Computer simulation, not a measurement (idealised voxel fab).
process module | voxel gate over fins
cross-section cut | 265 nm wide | cells 5 nm
A cross-section is a grid of square cells, given in bands from the top down. A band is one or more rows of cells.
Each band's line starts with the height of the band's top and of its bottom, in nm. Then come its materials from left to right, each with its width in nm. One material with "throughout" fills the band from edge to edge. "air" is empty space.
Height 0 is the level under which the wafer as received is all one material. The lowest band goes on downwards, as in "0 down".
A width such as "30 to 40" changes by the same amount from each row of cells to the next, from the band's top row to its bottom row.
"no change" after a step means that no cell of the cross-section changed.
closed voids: empty space of 8 cells or more with no open way to the top, each as width x height at its distance from the left edge, in nm
after a step's settings: what the simulator itself notes on the step
overlay nm, on a step with a mask: how far to the right of its planned place the mask lay; to the left if negative
plan
1 op RECEIVE | material Si
2 op CONFORMAL_DEP | material SiN | thk nm 5
3 op MASKED_ETCH | tone cover | mask id FINS | width nm 15 | pitch nm 60 | etch materials SiN | depth nm 5 | overlay nm 0
4 op MASKED_ETCH | tone cover | mask id FINS | width nm 15 | pitch nm 60 | etch materials Si | depth nm 30 | overlay nm 0
5 op OXIDIZE | depth nm 5
6 op FILL_DEP | material SiO2 | thk nm 5
7 op CMP | height nm 5
8 op PATTERN | tone open | mask id RAIL | material resist | width nm 15 | thk nm 15 | overlay nm 0
9 op DIRECTIONAL_ETCH | etch materials SiO2 | depth nm 30
10 op STRIP | etch materials resist
11 op CONFORMAL_DEP | material TiN | thk nm 5
12 op FILL_DEP | material W | thk nm 5
13 op CMP | height nm 5
14 op SELECTIVE_ETCH | etch materials W Ru TiN | depth nm 25
15 op FILL_DEP | material SiO2 | thk nm 5
16 op CMP | height nm 5
17 op SELECTIVE_ETCH | etch materials SiO2 | depth nm 15
18 op STRIP | etch materials SiN
19 op CONFORMAL_DEP | material HfO2 | thk nm 5
20 op CONFORMAL_DEP | material TiN | thk nm 5
21 op CONFORMAL_DEP | material TiAl | thk nm 5
22 op CONFORMAL_DEP | material TiN | thk nm 5
23 op FILL_DEP | material W | thk nm 10
24 op CMP | height nm 25
25 op CONFORMAL_DEP | material SiN | thk nm 5
as received, after step 1
  0 down: Si throughout
  closed voids: none
a wafer at the end: this start, this plan, one mistake
  30 to 25: SiN throughout
  25 to 15: W throughout
  15 to 10: W 85 | TiN 35 | W 25 | TiN 35 | W 85
  10 to 5: W 85 | TiN 5 | TiAl 25 | TiN 5 | W 25 | TiN 5 | TiAl 25 | TiN 5 | W 85
  5 to 0: TiN 90 | TiAl 5 | TiN 15 | TiAl 5 | TiN 35 | TiAl 5 | TiN 15 | TiAl 5 | TiN 90
  0 to -5: TiAl 95 | TiN 5 | Si 5 | TiN 5 | TiAl 45 | TiN 5 | Si 5 | TiN 5 | TiAl 95
  -5 to -10: TiN 100 | Si 5 | TiN 55 | Si 5 | TiN 100
  -10 to -20: SiO2 100 | Si 5 | SiO2 55 | Si 5 | SiO2 100
  -20 to -25: SiO2 100 | Si 5 | SiO2 20 | TiN 15 | SiO2 20 | Si 5 | SiO2 100
  -25 to -35: SiO2 100 | Si 5 | SiO2 55 | Si 5 | SiO2 100
  -35 down: Si throughout
  closed voids: none
what went wrong: step 19 was left out
